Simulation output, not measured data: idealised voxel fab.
The following is a process module called voxel self aligned contacts.
Xsec cut, 145 nm wide, square cell size 5 nm.
A cross-section in this document is a grid of square cells, and it is written down as bands, the top band listed before the ones below it; a band is made up of one or more rows of cells. A band entry consists of two parts. The first gives the height of the band's top and the height of its bottom, in nm. The rest lists the band's materials from left to right, each with its width in nm. A single material labelled with the word "everywhere" fills the band from edge to edge, and the word "empty" marks empty space. Height 0 is the level under which the wafer as received is all one material. The lowest band goes on downwards, as in "from 0 down". Graded width ("30 to 40"): value in top row of band = first number; value in bottom row = second number; row-to-row change constant. "no change" -> step changed no cross-section cell. The entry titled "Sealed internal voids" provides the empty spaces that have no open way to the top, restricted to those of 8 cells or more. Each is presented as width x height at distance, the distance being measured from the left edge, with all three in nm. What comes after the settings on a step's line is commentary from the simulator itself on that step. overlay nm: where the mask lay relative to plan, measured to the right, on steps with a mask; negatives go left.
Steps planned for the process
step 1: RECEIVE,material Si
step 2: OXIDIZE,depth nm 5
step 3: DIRECTIONAL_DEP,material polySi,thk nm 20
step 4: DIRECTIONAL_DEP,material SiN,thk nm 15
step 5: DIRECTIONAL_DEP,material aC,thk nm 10
step 6: PATTERN,tone cover,mask id GATE,material resist,width nm 35,pitch nm 60,thk nm 30,overlay nm 0
step 7: DIRECTIONAL_ETCH,etch materials aC,depth nm 10
step 8: STRIP,etch materials resist
step 9: DIRECTIONAL_ETCH,etch materials SiN,depth nm 15
step 10: DIRECTIONAL_ETCH,etch materials polySi,depth nm 20
step 11: STRIP,etch materials aC
step 12: CONFORMAL_DEP,material SiN,thk nm 5
step 13: DIRECTIONAL_ETCH,etch materials SiN,depth nm 5
step 14: FILL_DEP,material SiO2,thk nm 15
step 15: CMP,height nm 40
step 16: MASKED_ETCH,tone open,mask id CONTACT,width nm 35,etch materials SiO2,depth nm 45,overlay nm 0
step 17: CONFORMAL_DEP,material TiN,thk nm 5
step 18: FILL_DEP,material Ru,thk nm 5
step 19: CMP,height nm 40
step 20: CONFORMAL_DEP,material SiN,thk nm 5
Cross-section: wafer on arrival = after step 1
* from 0 down | Si everywhere
* Sealed internal voids: none
Here's the cross-section of the first of our two wafers at the end of the module - it ran as planned
* from 45 to 40 | SiN everywhere
* from 40 to 35 | 55 of SiO2; 15 of TiN; 5 of Ru; 15 of TiN; 55 of SiO2
* from 35 to 20 | 20 of SiO2; 45 of SiN; 5 of TiN; 5 of Ru; 5 of TiN; 45 of SiN; 20 of SiO2
* from 20 to 0 | 20 of SiO2; 5 of SiN; 35 of polySi; 5 of SiN; 5 of TiN; 5 of Ru; 5 of TiN; 5 of SiN; 35 of polySi; 5 of SiN; 20 of SiO2
* from 0 to -5 | 65 of SiO2; 15 of TiN; 65 of SiO2
* from -5 down | Si everywhere
* Sealed internal voids: none
Wafer two (of two), end-of-module cross-section: start = wafer one, plan = wafer one, one run mistake
* from 45 to 40 | SiN everywhere
* from 40 to 35 | 20 of SiO2; 45 of SiN; 15 of TiN; 45 of SiN; 20 of SiO2
* from 35 to 20 | SiN everywhere
* from 20 to 0 | polySi everywhere
* from 0 to -5 | SiO2 everywhere
* from -5 down | Si everywhere
* Sealed internal voids: none
Want to know what went wrong? plan step 4 ran twice
Bottom line after processing is that, in cells, the second wafer is up or down on some materials versus the first: 8 fewer of Ru, 35 more of SiN, 67 fewer of SiO2, 20 fewer of TiN, 60 more of polySi
